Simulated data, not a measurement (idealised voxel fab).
Process module, titled voxel self aligned vias
Each square cell in cross-section cut measures 5 nm, and the section as a whole is 225 nm wide.
Cross-section, as written here: a square-cell grid given band by band from the top down, where a band holds one or more rows of cells. Band: top and bottom heights (nm) first, top before bottom; then materials from left to right, widths in nm. "full width" marks a sole material filling the band edge to edge. "air" denotes empty space. Height datum 0, below which the as-received substrate wafer is one material. Lowest band open at the bottom, running downward: "0 nm and below". It should be noted that a width expressed as "30..40" varies in equal increments from row to row of cells within the band, taking the value of the first number at the top row and that of the second number at the bottom row. It should be understood that the words "no alterations made", when stated for a given step, signify that the cross-section underwent no change in any of its cells during that step. Voids not open to the top, 8 cells minimum: see "Enclosed void entries". Written width x height at distance; distance is from the left edge; nm. Past the settings on a step's line: simulator remark, on that step. The "overlay nm" setting may appear on a step's line; for a step that uses a mask, it gives how far to the right of its planned position the mask lay, and a negative value indicates the left.
Process steps (planned)
step 1: RECEIVE [material Si]
step 2: CONFORMAL_DEP [material SiO2] [thk nm 15]
step 3: CONFORMAL_DEP [material SiCN] [thk nm 5]
step 4: DIRECTIONAL_DEP [material SiO2] [thk nm 20]
step 5: MASKED_ETCH [tone open] [mask id LINES] [width nm 25] [pitch nm 75] [etch materials SiO2] [depth nm 20] [overlay nm 0]
step 6: CONFORMAL_DEP [material TiN] [thk nm 5]
step 7: FILL_DEP [material W] [thk nm 10]
step 8: CMP [height nm 40]
step 9: SELECTIVE_ETCH [etch materials W Ru TiN] [depth nm 5]
step 10: FILL_DEP [material SiN] [thk nm 10]
step 11: CMP [height nm 40]
step 12: DIRECTIONAL_DEP [material SiO2] [thk nm 15]
step 13: DIRECTIONAL_DEP [material aC] [thk nm 10]
step 14: PATTERN [tone open] [mask id VIAS] [material resist] [width nm 45] [pitch nm 75] [thk nm 30] [overlay nm 0]
step 15: DIRECTIONAL_ETCH [etch materials aC] [depth nm 10]
step 16: STRIP [etch materials resist]
step 17: DIRECTIONAL_ETCH [etch materials SiO2] [depth nm 15]
step 18: DIRECTIONAL_ETCH [etch materials SiN] [depth nm 5]
step 19: STRIP [etch materials aC]
step 20: CONFORMAL_DEP [material TiN] [thk nm 5]
step 21: FILL_DEP [material Cu] [thk nm 10]
step 22: CMP [height nm 55]
step 23: CONFORMAL_DEP [material SiN] [thk nm 5]
First wafer, two in total, run as planned
So this is the incoming wafer in cross-section - it's already been through step 1
* 0 nm and below  Si full width
* Enclosed void entries: none
Wafer xsec, post step 2
* 15 nm to 0 nm  SiO2 full width
* All layers under 0 are left as they were.
Wafer xsec, post step 3
* 20 nm to 15 nm  SiCN full width
* All layers under 15 are left as they were.
Wafer xsec, post step 4
* 40 nm to 20 nm  SiO2 full width
* All layers under 20 are left as they were.
Wafer xsec, post step 5
* 40 nm to 20 nm  SiO2 60 nm / air 25 nm / SiO2 50 nm / air 25 nm / SiO2 65 nm
* All layers under 20 are left as they were.
Wafer xsec, post step 6
* 45 nm to 40 nm  TiN 65 nm / air 15 nm / TiN 60 nm / air 15 nm / TiN 70 nm
* 40 nm to 25 nm  SiO2 60 nm / TiN 5 nm / air 15 nm / TiN 5 nm / SiO2 50 nm / TiN 5 nm / air 15 nm / TiN 5 nm / SiO2 65 nm
* 25 nm to 20 nm  SiO2 60 nm / TiN 25 nm / SiO2 50 nm / TiN 25 nm / SiO2 65 nm
* All layers under 20 are left as they were.
Wafer xsec, post step 7
* 55 nm to 45 nm  W full width
* 45 nm to 40 nm  TiN 65 nm / W 15 nm / TiN 60 nm / W 15 nm / TiN 70 nm
* 40 nm to 25 nm  SiO2 60 nm / TiN 5 nm / W 15 nm / TiN 5 nm / SiO2 50 nm / TiN 5 nm / W 15 nm / TiN 5 nm / SiO2 65 nm
* All layers under 25 are left as they were.
Wafer xsec, post step 8
* 40 nm to 25 nm  SiO2 60 nm / TiN 5 nm / W 15 nm / TiN 5 nm / SiO2 50 nm / TiN 5 nm / W 15 nm / TiN 5 nm / SiO2 65 nm
* All layers under 25 are left as they were.
Wafer xsec, post step 9
* 40 nm to 35 nm  SiO2 60 nm / air 25 nm / SiO2 50 nm / air 25 nm / SiO2 65 nm
* All layers under 35 are left as they were.
Wafer xsec, post step 10
* 50 nm to 40 nm  SiN full width
* 40 nm to 35 nm  SiO2 60 nm / SiN 25 nm / SiO2 50 nm / SiN 25 nm / SiO2 65 nm
* All layers under 35 are left as they were.
Wafer xsec, post step 11
* 40 nm to 35 nm  SiO2 60 nm / SiN 25 nm / SiO2 50 nm / SiN 25 nm / SiO2 65 nm
* All layers under 35 are left as they were.
Wafer xsec, post step 12
* 55 nm to 40 nm  SiO2 full width
* All layers under 40 are left as they were.
Wafer xsec, post step 13
* 65 nm to 55 nm  aC full width
* All layers under 55 are left as they were.
Wafer xsec, post step 14
* 95 nm to 65 nm  resist 50 nm / air 45 nm / resist 30 nm / air 45 nm / resist 55 nm
* All layers under 65 are left as they were.
Wafer xsec, post step 15
* 85 nm to 65 nm  resist 50 nm / air 45 nm / resist 30 nm / air 45 nm / resist 55 nm
* 65 nm to 55 nm  aC 50 nm / air 45 nm / aC 30 nm / air 45 nm / aC 55 nm
* All layers under 55 are left as they were.
Wafer xsec, post step 16
* 65 nm to 55 nm  aC 50 nm / air 45 nm / aC 30 nm / air 45 nm / aC 55 nm
* All layers under 55 are left as they were.
Wafer xsec, post step 17
* 65 nm to 55 nm  aC 50 nm / air 45 nm / aC 30 nm / air 45 nm / aC 55 nm
* 55 nm to 40 nm  SiO2 50 nm / air 45 nm / SiO2 30 nm / air 45 nm / SiO2 55 nm
* All layers under 40 are left as they were.
Wafer xsec, post step 18
* 65 nm to 55 nm  aC 50 nm / air 45 nm / aC 30 nm / air 45 nm / aC 55 nm
* 55 nm to 40 nm  SiO2 50 nm / air 45 nm / SiO2 30 nm / air 45 nm / SiO2 55 nm
* 40 nm to 35 nm  SiO2 60 nm / air 25 nm / SiO2 50 nm / air 25 nm / SiO2 65 nm
* All layers under 35 are left as they were.
Wafer xsec, post step 19
* 55 nm to 40 nm  SiO2 50 nm / air 45 nm / SiO2 30 nm / air 45 nm / SiO2 55 nm
* All layers under 40 are left as they were.
Wafer xsec, post step 20
* 60 nm to 55 nm  TiN 55 nm / air 35 nm / TiN 40 nm / air 35 nm / TiN 60 nm
* 55 nm to 45 nm  SiO2 50 nm / TiN 5 nm / air 35 nm / TiN 5 nm / SiO2 30 nm / TiN 5 nm / air 35 nm / TiN 5 nm / SiO2 55 nm
* 45 nm to 40 nm  SiO2 50 nm / TiN 15 nm / air 15 nm / TiN 15 nm / SiO2 30 nm / TiN 15 nm / air 15 nm / TiN 15 nm / SiO2 55 nm
* 40 nm to 35 nm  SiO2 60 nm / TiN 25 nm / SiO2 50 nm / TiN 25 nm / SiO2 65 nm
* All layers under 35 are left as they were.
Wafer xsec, post step 21
* 70 nm to 60 nm  Cu full width
* 60 nm to 55 nm  TiN 55 nm / Cu 35 nm / TiN 40 nm / Cu 35 nm / TiN 60 nm
* 55 nm to 45 nm  SiO2 50 nm / TiN 5 nm / Cu 35 nm / TiN 5 nm / SiO2 30 nm / TiN 5 nm / Cu 35 nm / TiN 5 nm / SiO2 55 nm
* 45 nm to 40 nm  SiO2 50 nm / TiN 15 nm / Cu 15 nm / TiN 15 nm / SiO2 30 nm / TiN 15 nm / Cu 15 nm / TiN 15 nm / SiO2 55 nm
* All layers under 40 are left as they were.
Wafer xsec, post step 22
* 55 nm to 45 nm  SiO2 50 nm / TiN 5 nm / Cu 35 nm / TiN 5 nm / SiO2 30 nm / TiN 5 nm / Cu 35 nm / TiN 5 nm / SiO2 55 nm
* All layers under 45 are left as they were.
Wafer xsec, post step 23
* 60 nm to 55 nm  SiN full width
* All layers under 55 are left as they were.
Second wafer - shared start and plan with the first - one error in running - same as the first up to step 1 inclusive
Second wafer, cross-section, planned end of step 2
* 5 nm to 0 nm  SiCN full width
* All layers under 0 are left as they were.
Second wafer, cross-section, planned end of step 3
* 20 nm to 5 nm  SiO2 full width
* All layers under 5 are left as they were.
Second wafer, cross-section, planned end of step 4
* 40 nm to 5 nm  SiO2 full width
* All layers under 5 are left as they were.
Second wafer, cross-section, planned end of step 5
* 40 nm to 20 nm  SiO2 60 nm / air 25 nm / SiO2 50 nm / air 25 nm / SiO2 65 nm
* All layers under 20 are left as they were.
Second wafer, cross-section, planned end of step 6
* 45 nm to 40 nm  TiN 65 nm / air 15 nm / TiN 60 nm / air 15 nm / TiN 70 nm
* 40 nm to 25 nm  SiO2 60 nm / TiN 5 nm / air 15 nm / TiN 5 nm / SiO2 50 nm / TiN 5 nm / air 15 nm / TiN 5 nm / SiO2 65 nm
* 25 nm to 20 nm  SiO2 60 nm / TiN 25 nm / SiO2 50 nm / TiN 25 nm / SiO2 65 nm
* All layers under 20 are left as they were.
Second wafer, cross-section, planned end of step 7
* 55 nm to 45 nm  W full width
* 45 nm to 40 nm  TiN 65 nm / W 15 nm / TiN 60 nm / W 15 nm / TiN 70 nm
* 40 nm to 25 nm  SiO2 60 nm / TiN 5 nm / W 15 nm / TiN 5 nm / SiO2 50 nm / TiN 5 nm / W 15 nm / TiN 5 nm / SiO2 65 nm
* All layers under 25 are left as they were.
Second wafer, cross-section, planned end of step 8
* 40 nm to 25 nm  SiO2 60 nm / TiN 5 nm / W 15 nm / TiN 5 nm / SiO2 50 nm / TiN 5 nm / W 15 nm / TiN 5 nm / SiO2 65 nm
* All layers under 25 are left as they were.
Second wafer, cross-section, planned end of step 9
* 40 nm to 35 nm  SiO2 60 nm / air 25 nm / SiO2 50 nm / air 25 nm / SiO2 65 nm
* All layers under 35 are left as they were.
Second wafer, cross-section, planned end of step 10
* 50 nm to 40 nm  SiN full width
* 40 nm to 35 nm  SiO2 60 nm / SiN 25 nm / SiO2 50 nm / SiN 25 nm / SiO2 65 nm
* All layers under 35 are left as they were.
Second wafer, cross-section, planned end of step 11
* 40 nm to 35 nm  SiO2 60 nm / SiN 25 nm / SiO2 50 nm / SiN 25 nm / SiO2 65 nm
* All layers under 35 are left as they were.
Second wafer, cross-section, planned end of step 12
* 55 nm to 40 nm  SiO2 full width
* All layers under 40 are left as they were.
Second wafer, cross-section, planned end of step 13
* 65 nm to 55 nm  aC full width
* All layers under 55 are left as they were.
Second wafer, cross-section, planned end of step 14
* 95 nm to 65 nm  resist 50 nm / air 45 nm / resist 30 nm / air 45 nm / resist 55 nm
* All layers under 65 are left as they were.
Second wafer, cross-section, planned end of step 15
* 85 nm to 65 nm  resist 50 nm / air 45 nm / resist 30 nm / air 45 nm / resist 55 nm
* 65 nm to 55 nm  aC 50 nm / air 45 nm / aC 30 nm / air 45 nm / aC 55 nm
* All layers under 55 are left as they were.
Second wafer, cross-section, planned end of step 16
* 65 nm to 55 nm  aC 50 nm / air 45 nm / aC 30 nm / air 45 nm / aC 55 nm
* All layers under 55 are left as they were.
Second wafer, cross-section, planned end of step 17
* 65 nm to 55 nm  aC 50 nm / air 45 nm / aC 30 nm / air 45 nm / aC 55 nm
* 55 nm to 40 nm  SiO2 50 nm / air 45 nm / SiO2 30 nm / air 45 nm / SiO2 55 nm
* All layers under 40 are left as they were.
Second wafer, cross-section, planned end of step 18
* 65 nm to 55 nm  aC 50 nm / air 45 nm / aC 30 nm / air 45 nm / aC 55 nm
* 55 nm to 40 nm  SiO2 50 nm / air 45 nm / SiO2 30 nm / air 45 nm / SiO2 55 nm
* 40 nm to 35 nm  SiO2 60 nm / air 25 nm / SiO2 50 nm / air 25 nm / SiO2 65 nm
* All layers under 35 are left as they were.
Second wafer, cross-section, planned end of step 19
* 55 nm to 40 nm  SiO2 50 nm / air 45 nm / SiO2 30 nm / air 45 nm / SiO2 55 nm
* All layers under 40 are left as they were.
Second wafer, cross-section, planned end of step 20
* 60 nm to 55 nm  TiN 55 nm / air 35 nm / TiN 40 nm / air 35 nm / TiN 60 nm
* 55 nm to 45 nm  SiO2 50 nm / TiN 5 nm / air 35 nm / TiN 5 nm / SiO2 30 nm / TiN 5 nm / air 35 nm / TiN 5 nm / SiO2 55 nm
* 45 nm to 40 nm  SiO2 50 nm / TiN 15 nm / air 15 nm / TiN 15 nm / SiO2 30 nm / TiN 15 nm / air 15 nm / TiN 15 nm / SiO2 55 nm
* 40 nm to 35 nm  SiO2 60 nm / TiN 25 nm / SiO2 50 nm / TiN 25 nm / SiO2 65 nm
* All layers under 35 are left as they were.
Second wafer, cross-section, planned end of step 21
* 70 nm to 60 nm  Cu full width
* 60 nm to 55 nm  TiN 55 nm / Cu 35 nm / TiN 40 nm / Cu 35 nm / TiN 60 nm
* 55 nm to 45 nm  SiO2 50 nm / TiN 5 nm / Cu 35 nm / TiN 5 nm / SiO2 30 nm / TiN 5 nm / Cu 35 nm / TiN 5 nm / SiO2 55 nm
* 45 nm to 40 nm  SiO2 50 nm / TiN 15 nm / Cu 15 nm / TiN 15 nm / SiO2 30 nm / TiN 15 nm / Cu 15 nm / TiN 15 nm / SiO2 55 nm
* All layers under 40 are left as they were.
Second wafer, cross-section, planned end of step 22
* 55 nm to 45 nm  SiO2 50 nm / TiN 5 nm / Cu 35 nm / TiN 5 nm / SiO2 30 nm / TiN 5 nm / Cu 35 nm / TiN 5 nm / SiO2 55 nm
* All layers under 45 are left as they were.
Second wafer, cross-section, planned end of step 23
* 60 nm to 55 nm  SiN full width
* All layers under 55 are left as they were.
Diagnosis: steps 2 and 3 were swapped
At the end, the second wafer has the same number of cells of each material as the first, but those cells sit in other places.
